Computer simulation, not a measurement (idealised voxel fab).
voxel gate over fins: a process module
Section cut is 155 nm wide and gridded with 5 nm square cells.
Just so we're on the same page, the cross-sections are grids of square cells, and they're listed out in bands top to bottom, each band one or more rows deep.
For a band, the entry starts with two heights in nm, that of the top and then that of the bottom, and carries on with the band's materials in order from left to right, each alongside its width in nm; the word "all across" beside a single material means it fills the band edge to edge, and "blank" means empty space.
Below 0: as-received wafer, all one material; heights counted from there. Lowest band: no bottom, goes on down, written "top 0, no bottom".
The two numbers in a width such as "30..40" mark its ends across the band: the first belongs to the top row of cells, the second to the bottom row, and from each row to the next the width moves by the same amount.
"nothing got changed" for a step: no cell of the cross-section changed in that step.
Empty spaces counting at least 8 cells and having no open way to the top are listed in "Trapped voids". The notation width x height at distance is used for each, the distance being from the left edge and all three values in nm.
Step line, after settings: the simulator's comment on this step.
overlay nm: mask offset rightward from planned place, masked step; negative means leftward offset.
The following list gives the planned process steps
1 RECEIVE, material Si
2 CONFORMAL_DEP, material SiN, thk nm 5
3 MASKED_ETCH, tone cover, mask id FINS, width nm 15, pitch nm 50, etch materials SiN, depth nm 5, overlay nm 0
4 MASKED_ETCH, tone cover, mask id FINS, width nm 15, pitch nm 50, etch materials Si, depth nm 30, overlay nm 0
5 FILL_DEP, material SiO2, thk nm 5
6 CMP, height nm 5
7 DIRECTIONAL_DEP, material aC, thk nm 10
8 PATTERN, tone open, mask id RAIL, material resist, width nm 15, thk nm 30, overlay nm 0
9 DIRECTIONAL_ETCH, etch materials aC, depth nm 10
10 STRIP, etch materials resist
11 DIRECTIONAL_ETCH, etch materials SiO2, depth nm 30
12 STRIP, etch materials aC
13 CONFORMAL_DEP, material TiN, thk nm 5
14 FILL_DEP, material W, thk nm 10
15 CMP, height nm 5
16 SELECTIVE_ETCH, etch materials W Ru TiN, depth nm 20
17 FILL_DEP, material SiO2, thk nm 5
18 CMP, height nm 5
19 SELECTIVE_ETCH, etch materials SiO2, depth nm 15
20 STRIP, etch materials SiN
21 CONFORMAL_DEP, material HfO2, thk nm 5
22 CONFORMAL_DEP, material TiN, thk nm 5
23 FILL_DEP, material W, thk nm 10
24 CMP, height nm 15
25 CONFORMAL_DEP, material SiCN, thk nm 10
Wafer, first of two, run as planned
Wafer cross-section on receipt, i.e. after step 1
top 0, no bottom = Si all across
Trapped voids: none
The wafer, seen in cross-section, after step 2
top 5, bottom 0 = SiN all across
Whatever lies below 0 is exactly as it was before.
The wafer, seen in cross-section, after step 3
top 5, bottom 0 = blank 20 nm, then SiN 15 nm, then blank 35 nm, then SiN 15 nm, then blank 35 nm, then SiN 15 nm, then blank 20 nm
Whatever lies below 0 is exactly as it was before.
The wafer, seen in cross-section, after step 4
top 5, bottom 0 = blank 20 nm, then SiN 15 nm, then blank 35 nm, then SiN 15 nm, then blank 35 nm, then SiN 15 nm, then blank 20 nm
top 0, bottom -30 = blank 20 nm, then Si 15 nm, then blank 35 nm, then Si 15 nm, then blank 35 nm, then Si 15 nm, then blank 20 nm
Whatever lies below -30 is exactly as it was before.
The wafer, seen in cross-section, after step 5
top 10, bottom 5 = SiO2 all across
top 5, bottom 0 = SiO2 20 nm, then SiN 15 nm, then SiO2 35 nm, then SiN 15 nm, then SiO2 35 nm, then SiN 15 nm, then SiO2 20 nm
top 0, bottom -30 = SiO2 20 nm, then Si 15 nm, then SiO2 35 nm, then Si 15 nm, then SiO2 35 nm, then Si 15 nm, then SiO2 20 nm
Whatever lies below -30 is exactly as it was before.
The wafer, seen in cross-section, after step 6
top 5, bottom 0 = SiO2 20 nm, then SiN 15 nm, then SiO2 35 nm, then SiN 15 nm, then SiO2 35 nm, then SiN 15 nm, then SiO2 20 nm
Whatever lies below 0 is exactly as it was before.
The wafer, seen in cross-section, after step 7
top 15, bottom 5 = aC all across
Whatever lies below 5 is exactly as it was before.
The wafer, seen in cross-section, after step 8
top 45, bottom 15 = resist 45 nm, then blank 15 nm, then resist 95 nm
Whatever lies below 15 is exactly as it was before.
The wafer, seen in cross-section, after step 9
top 35, bottom 15 = resist 45 nm, then blank 15 nm, then resist 95 nm
top 15, bottom 5 = aC 45 nm, then blank 15 nm, then aC 95 nm
Whatever lies below 5 is exactly as it was before.
The wafer, seen in cross-section, after step 10
top 15, bottom 5 = aC 45 nm, then blank 15 nm, then aC 95 nm
Whatever lies below 5 is exactly as it was before.
The wafer, seen in cross-section, after step 11
top 15, bottom 5 = aC 45 nm, then blank 15 nm, then aC 95 nm
top 5, bottom 0 = SiO2 20 nm, then SiN 15 nm, then SiO2 10 nm, then blank 15 nm, then SiO2 10 nm, then SiN 15 nm, then SiO2 35 nm, then SiN 15 nm, then SiO2 20 nm
top 0, bottom -25 = SiO2 20 nm, then Si 15 nm, then SiO2 10 nm, then blank 15 nm, then SiO2 10 nm, then Si 15 nm, then SiO2 35 nm, then Si 15 nm, then SiO2 20 nm
Whatever lies below -25 is exactly as it was before.
The wafer, seen in cross-section, after step 12
top 5, bottom 0 = SiO2 20 nm, then SiN 15 nm, then SiO2 10 nm, then blank 15 nm, then SiO2 10 nm, then SiN 15 nm, then SiO2 35 nm, then SiN 15 nm, then SiO2 20 nm
Whatever lies below 0 is exactly as it was before.
The wafer, seen in cross-section, after step 13
top 10, bottom 5 = TiN 50 nm, then blank 5 nm, then TiN 100 nm
top 5, bottom 0 = SiO2 20 nm, then SiN 15 nm, then SiO2 10 nm, then TiN 5 nm, then blank 5 nm, then TiN 5 nm, then SiO2 10 nm, then SiN 15 nm, then SiO2 35 nm, then SiN 15 nm, then SiO2 20 nm
top 0, bottom -20 = SiO2 20 nm, then Si 15 nm, then SiO2 10 nm, then TiN 5 nm, then blank 5 nm, then TiN 5 nm, then SiO2 10 nm, then Si 15 nm, then SiO2 35 nm, then Si 15 nm, then SiO2 20 nm
top -20, bottom -25 = SiO2 20 nm, then Si 15 nm, then SiO2 10 nm, then TiN 15 nm, then SiO2 10 nm, then Si 15 nm, then SiO2 35 nm, then Si 15 nm, then SiO2 20 nm
Whatever lies below -25 is exactly as it was before.
The wafer, seen in cross-section, after step 14
top 20, bottom 10 = W all across
top 10, bottom 5 = TiN 50 nm, then W 5 nm, then TiN 100 nm
top 5, bottom 0 = SiO2 20 nm, then SiN 15 nm, then SiO2 10 nm, then TiN 5 nm, then W 5 nm, then TiN 5 nm, then SiO2 10 nm, then SiN 15 nm, then SiO2 35 nm, then SiN 15 nm, then SiO2 20 nm
top 0, bottom -20 = SiO2 20 nm, then Si 15 nm, then SiO2 10 nm, then TiN 5 nm, then W 5 nm, then TiN 5 nm, then SiO2 10 nm, then Si 15 nm, then SiO2 35 nm, then Si 15 nm, then SiO2 20 nm
Whatever lies below -20 is exactly as it was before.
The wafer, seen in cross-section, after step 15
top 5, bottom 0 = SiO2 20 nm, then SiN 15 nm, then SiO2 10 nm, then TiN 5 nm, then W 5 nm, then TiN 5 nm, then SiO2 10 nm, then SiN 15 nm, then SiO2 35 nm, then SiN 15 nm, then SiO2 20 nm
Whatever lies below 0 is exactly as it was before.
The wafer, seen in cross-section, after step 16
top 5, bottom 0 = SiO2 20 nm, then SiN 15 nm, then SiO2 10 nm, then blank 15 nm, then SiO2 10 nm, then SiN 15 nm, then SiO2 35 nm, then SiN 15 nm, then SiO2 20 nm
top 0, bottom -15 = SiO2 20 nm, then Si 15 nm, then SiO2 10 nm, then blank 15 nm, then SiO2 10 nm, then Si 15 nm, then SiO2 35 nm, then Si 15 nm, then SiO2 20 nm
Whatever lies below -15 is exactly as it was before.
The wafer, seen in cross-section, after step 17
top 10, bottom 5 = SiO2 all across
top 5, bottom 0 = SiO2 20 nm, then SiN 15 nm, then SiO2 35 nm, then SiN 15 nm, then SiO2 35 nm, then SiN 15 nm, then SiO2 20 nm
top 0, bottom -15 = SiO2 20 nm, then Si 15 nm, then SiO2 35 nm, then Si 15 nm, then SiO2 35 nm, then Si 15 nm, then SiO2 20 nm
Whatever lies below -15 is exactly as it was before.
The wafer, seen in cross-section, after step 18
top 5, bottom 0 = SiO2 20 nm, then SiN 15 nm, then SiO2 35 nm, then SiN 15 nm, then SiO2 35 nm, then SiN 15 nm, then SiO2 20 nm
Whatever lies below 0 is exactly as it was before.
The wafer, seen in cross-section, after step 19
top 5, bottom 0 = blank 20 nm, then SiN 15 nm, then blank 35 nm, then SiN 15 nm, then blank 35 nm, then SiN 15 nm, then blank 20 nm
top 0, bottom -10 = blank 20 nm, then Si 15 nm, then blank 35 nm, then Si 15 nm, then blank 35 nm, then Si 15 nm, then blank 20 nm
Whatever lies below -10 is exactly as it was before.
The wafer, seen in cross-section, after step 20
top 0, bottom -10 = blank 20 nm, then Si 15 nm, then blank 35 nm, then Si 15 nm, then blank 35 nm, then Si 15 nm, then blank 20 nm
Whatever lies below -10 is exactly as it was before.
The wafer, seen in cross-section, after step 21
top 5, bottom 0 = blank 15 nm, then HfO2 25 nm, then blank 25 nm, then HfO2 25 nm, then blank 25 nm, then HfO2 25 nm, then blank 15 nm
top 0, bottom -5 = blank 15 nm, then HfO2 5 nm, then Si 15 nm, then HfO2 5 nm, then blank 25 nm, then HfO2 5 nm, then Si 15 nm, then HfO2 5 nm, then blank 25 nm, then HfO2 5 nm, then Si 15 nm, then HfO2 5 nm, then blank 15 nm
top -5, bottom -10 = HfO2 20 nm, then Si 15 nm, then HfO2 35 nm, then Si 15 nm, then HfO2 35 nm, then Si 15 nm, then HfO2 20 nm
Whatever lies below -10 is exactly as it was before.
The wafer, seen in cross-section, after step 22
top 10, bottom 5 = blank 10 nm, then TiN 35 nm, then blank 15 nm, then TiN 35 nm, then blank 15 nm, then TiN 35 nm, then blank 10 nm
top 5, bottom 0 = blank 10 nm, then TiN 5 nm, then HfO2 25 nm, then TiN 5 nm, then blank 15 nm, then TiN 5 nm, then HfO2 25 nm, then TiN 5 nm, then blank 15 nm, then TiN 5 nm, then HfO2 25 nm, then TiN 5 nm, then blank 10 nm
top 0, bottom -5 = TiN 15 nm, then HfO2 5 nm, then Si 15 nm, then HfO2 5 nm, then TiN 25 nm, then HfO2 5 nm, then Si 15 nm, then HfO2 5 nm, then TiN 25 nm, then HfO2 5 nm, then Si 15 nm, then HfO2 5 nm, then TiN 15 nm
Whatever lies below -5 is exactly as it was before.
The wafer, seen in cross-section, after step 23
top 20, bottom 10 = W all across
top 10, bottom 5 = W 10 nm, then TiN 35 nm, then W 15 nm, then TiN 35 nm, then W 15 nm, then TiN 35 nm, then W 10 nm
top 5, bottom 0 = W 10 nm, then TiN 5 nm, then HfO2 25 nm, then TiN 5 nm, then W 15 nm, then TiN 5 nm, then HfO2 25 nm, then TiN 5 nm, then W 15 nm, then TiN 5 nm, then HfO2 25 nm, then TiN 5 nm, then W 10 nm
Whatever lies below 0 is exactly as it was before.
The wafer, seen in cross-section, after step 24
top 15, bottom 10 = W all across
Whatever lies below 10 is exactly as it was before.
The wafer, seen in cross-section, after step 25
top 25, bottom 15 = SiCN all across
Whatever lies below 15 is exactly as it was before.
Second wafer - shared start and plan with the first - one error in running - same as the first up to step 3 inclusive
Second wafer cross-section, taken as of the time the plan sets for step 4 to be done
top 5, bottom 0 = blank 20 nm, then SiN 15 nm, then blank 35 nm, then SiN 15 nm, then blank 35 nm, then SiN 15 nm, then blank 20 nm
top 0, bottom -20 = blank 20 nm, then Si 15 nm, then blank 35 nm, then Si 15 nm, then blank 35 nm, then Si 15 nm, then blank 20 nm
Whatever lies below -20 is exactly as it was before.
Second wafer cross-section, taken as of the time the plan sets for step 5 to be done
top 10, bottom 5 = SiO2 all across
top 5, bottom 0 = SiO2 20 nm, then SiN 15 nm, then SiO2 35 nm, then SiN 15 nm, then SiO2 35 nm, then SiN 15 nm, then SiO2 20 nm
top 0, bottom -20 = SiO2 20 nm, then Si 15 nm, then SiO2 35 nm, then Si 15 nm, then SiO2 35 nm, then Si 15 nm, then SiO2 20 nm
Whatever lies below -20 is exactly as it was before.
Second wafer cross-section, taken as of the time the plan sets for step 6 to be done
top 5, bottom 0 = SiO2 20 nm, then SiN 15 nm, then SiO2 35 nm, then SiN 15 nm, then SiO2 35 nm, then SiN 15 nm, then SiO2 20 nm
Whatever lies below 0 is exactly as it was before.
Second wafer cross-section, taken as of the time the plan sets for step 7 to be done
top 15, bottom 5 = aC all across
Whatever lies below 5 is exactly as it was before.
Second wafer cross-section, taken as of the time the plan sets for step 8 to be done
top 45, bottom 15 = resist 45 nm, then blank 15 nm, then resist 95 nm
Whatever lies below 15 is exactly as it was before.
Second wafer cross-section, taken as of the time the plan sets for step 9 to be done
top 35, bottom 15 = resist 45 nm, then blank 15 nm, then resist 95 nm
top 15, bottom 5 = aC 45 nm, then blank 15 nm, then aC 95 nm
Whatever lies below 5 is exactly as it was before.
Second wafer cross-section, taken as of the time the plan sets for step 10 to be done
top 15, bottom 5 = aC 45 nm, then blank 15 nm, then aC 95 nm
Whatever lies below 5 is exactly as it was before.
Second wafer cross-section, taken as of the time the plan sets for step 11 to be done
top 15, bottom 5 = aC 45 nm, then blank 15 nm, then aC 95 nm
top 5, bottom 0 = SiO2 20 nm, then SiN 15 nm, then SiO2 10 nm, then blank 15 nm, then SiO2 10 nm, then SiN 15 nm, then SiO2 35 nm, then SiN 15 nm, then SiO2 20 nm
top 0, bottom -20 = SiO2 20 nm, then Si 15 nm, then SiO2 10 nm, then blank 15 nm, then SiO2 10 nm, then Si 15 nm, then SiO2 35 nm, then Si 15 nm, then SiO2 20 nm
Whatever lies below -20 is exactly as it was before.
Second wafer cross-section, taken as of the time the plan sets for step 12 to be done
top 5, bottom 0 = SiO2 20 nm, then SiN 15 nm, then SiO2 10 nm, then blank 15 nm, then SiO2 10 nm, then SiN 15 nm, then SiO2 35 nm, then SiN 15 nm, then SiO2 20 nm
Whatever lies below 0 is exactly as it was before.
Second wafer cross-section, taken as of the time the plan sets for step 13 to be done
top 10, bottom 5 = TiN 50 nm, then blank 5 nm, then TiN 100 nm
top 5, bottom 0 = SiO2 20 nm, then SiN 15 nm, then SiO2 10 nm, then TiN 5 nm, then blank 5 nm, then TiN 5 nm, then SiO2 10 nm, then SiN 15 nm, then SiO2 35 nm, then SiN 15 nm, then SiO2 20 nm
top 0, bottom -15 = SiO2 20 nm, then Si 15 nm, then SiO2 10 nm, then TiN 5 nm, then blank 5 nm, then TiN 5 nm, then SiO2 10 nm, then Si 15 nm, then SiO2 35 nm, then Si 15 nm, then SiO2 20 nm
top -15, bottom -20 = SiO2 20 nm, then Si 15 nm, then SiO2 10 nm, then TiN 15 nm, then SiO2 10 nm, then Si 15 nm, then SiO2 35 nm, then Si 15 nm, then SiO2 20 nm
Whatever lies below -20 is exactly as it was before.
Second wafer cross-section, taken as of the time the plan sets for step 14 to be done
top 20, bottom 10 = W all across
top 10, bottom 5 = TiN 50 nm, then W 5 nm, then TiN 100 nm
top 5, bottom 0 = SiO2 20 nm, then SiN 15 nm, then SiO2 10 nm, then TiN 5 nm, then W 5 nm, then TiN 5 nm, then SiO2 10 nm, then SiN 15 nm, then SiO2 35 nm, then SiN 15 nm, then SiO2 20 nm
top 0, bottom -15 = SiO2 20 nm, then Si 15 nm, then SiO2 10 nm, then TiN 5 nm, then W 5 nm, then TiN 5 nm, then SiO2 10 nm, then Si 15 nm, then SiO2 35 nm, then Si 15 nm, then SiO2 20 nm
Whatever lies below -15 is exactly as it was before.
Second wafer cross-section, taken as of the time the plan sets for step 15 to be done
top 5, bottom 0 = SiO2 20 nm, then SiN 15 nm, then SiO2 10 nm, then TiN 5 nm, then W 5 nm, then TiN 5 nm, then SiO2 10 nm, then SiN 15 nm, then SiO2 35 nm, then SiN 15 nm, then SiO2 20 nm
Whatever lies below 0 is exactly as it was before.
Second wafer cross-section, taken as of the time the plan sets for step 16 to be done
top 5, bottom 0 = SiO2 20 nm, then SiN 15 nm, then SiO2 10 nm, then blank 15 nm, then SiO2 10 nm, then SiN 15 nm, then SiO2 35 nm, then SiN 15 nm, then SiO2 20 nm
top 0, bottom -15 = SiO2 20 nm, then Si 15 nm, then SiO2 10 nm, then blank 15 nm, then SiO2 10 nm, then Si 15 nm, then SiO2 35 nm, then Si 15 nm, then SiO2 20 nm
Whatever lies below -15 is exactly as it was before.
Second wafer cross-section, taken as of the time the plan sets for step 17 to be done
top 10, bottom 5 = SiO2 all across
top 5, bottom 0 = SiO2 20 nm, then SiN 15 nm, then SiO2 35 nm, then SiN 15 nm, then SiO2 35 nm, then SiN 15 nm, then SiO2 20 nm
top 0, bottom -15 = SiO2 20 nm, then Si 15 nm, then SiO2 35 nm, then Si 15 nm, then SiO2 35 nm, then Si 15 nm, then SiO2 20 nm
Whatever lies below -15 is exactly as it was before.
Second wafer cross-section, taken as of the time the plan sets for step 18 to be done
top 5, bottom 0 = SiO2 20 nm, then SiN 15 nm, then SiO2 35 nm, then SiN 15 nm, then SiO2 35 nm, then SiN 15 nm, then SiO2 20 nm
Whatever lies below 0 is exactly as it was before.
Second wafer cross-section, taken as of the time the plan sets for step 19 to be done
top 5, bottom 0 = blank 20 nm, then SiN 15 nm, then blank 35 nm, then SiN 15 nm, then blank 35 nm, then SiN 15 nm, then blank 20 nm
top 0, bottom -10 = blank 20 nm, then Si 15 nm, then blank 35 nm, then Si 15 nm, then blank 35 nm, then Si 15 nm, then blank 20 nm
Whatever lies below -10 is exactly as it was before.
Second wafer cross-section, taken as of the time the plan sets for step 20 to be done
top 0, bottom -10 = blank 20 nm, then Si 15 nm, then blank 35 nm, then Si 15 nm, then blank 35 nm, then Si 15 nm, then blank 20 nm
Whatever lies below -10 is exactly as it was before.
Second wafer cross-section, taken as of the time the plan sets for step 21 to be done
top 5, bottom 0 = blank 15 nm, then HfO2 25 nm, then blank 25 nm, then HfO2 25 nm, then blank 25 nm, then HfO2 25 nm, then blank 15 nm
top 0, bottom -5 = blank 15 nm, then HfO2 5 nm, then Si 15 nm, then HfO2 5 nm, then blank 25 nm, then HfO2 5 nm, then Si 15 nm, then HfO2 5 nm, then blank 25 nm, then HfO2 5 nm, then Si 15 nm, then HfO2 5 nm, then blank 15 nm
top -5, bottom -10 = HfO2 20 nm, then Si 15 nm, then HfO2 35 nm, then Si 15 nm, then HfO2 35 nm, then Si 15 nm, then HfO2 20 nm
Whatever lies below -10 is exactly as it was before.
Second wafer cross-section, taken as of the time the plan sets for step 22 to be done
top 10, bottom 5 = blank 10 nm, then TiN 35 nm, then blank 15 nm, then TiN 35 nm, then blank 15 nm, then TiN 35 nm, then blank 10 nm
top 5, bottom 0 = blank 10 nm, then TiN 5 nm, then HfO2 25 nm, then TiN 5 nm, then blank 15 nm, then TiN 5 nm, then HfO2 25 nm, then TiN 5 nm, then blank 15 nm, then TiN 5 nm, then HfO2 25 nm, then TiN 5 nm, then blank 10 nm
top 0, bottom -5 = TiN 15 nm, then HfO2 5 nm, then Si 15 nm, then HfO2 5 nm, then TiN 25 nm, then HfO2 5 nm, then Si 15 nm, then HfO2 5 nm, then TiN 25 nm, then HfO2 5 nm, then Si 15 nm, then HfO2 5 nm, then TiN 15 nm
Whatever lies below -5 is exactly as it was before.
Second wafer cross-section, taken as of the time the plan sets for step 23 to be done
top 20, bottom 10 = W all across
top 10, bottom 5 = W 10 nm, then TiN 35 nm, then W 15 nm, then TiN 35 nm, then W 15 nm, then TiN 35 nm, then W 10 nm
top 5, bottom 0 = W 10 nm, then TiN 5 nm, then HfO2 25 nm, then TiN 5 nm, then W 15 nm, then TiN 5 nm, then HfO2 25 nm, then TiN 5 nm, then W 15 nm, then TiN 5 nm, then HfO2 25 nm, then TiN 5 nm, then W 10 nm
Whatever lies below 0 is exactly as it was before.
Second wafer cross-section, taken as of the time the plan sets for step 24 to be done
top 15, bottom 10 = W all across
Whatever lies below 10 is exactly as it was before.
Second wafer cross-section, taken as of the time the plan sets for step 25 to be done
top 25, bottom 15 = SiCN all across
Whatever lies below 15 is exactly as it was before.
What broke from the plan during processing? step 4 was processed under conditions differing from the plan, specifically as MASKED_ETCH, tone cover, mask id FINS, width nm 15, pitch nm 50, etch materials Si, depth nm 20, overlay nm 0
at the end the second wafer has, in cells: +44 Si | -41 SiO2 | -2 TiN | -1 W
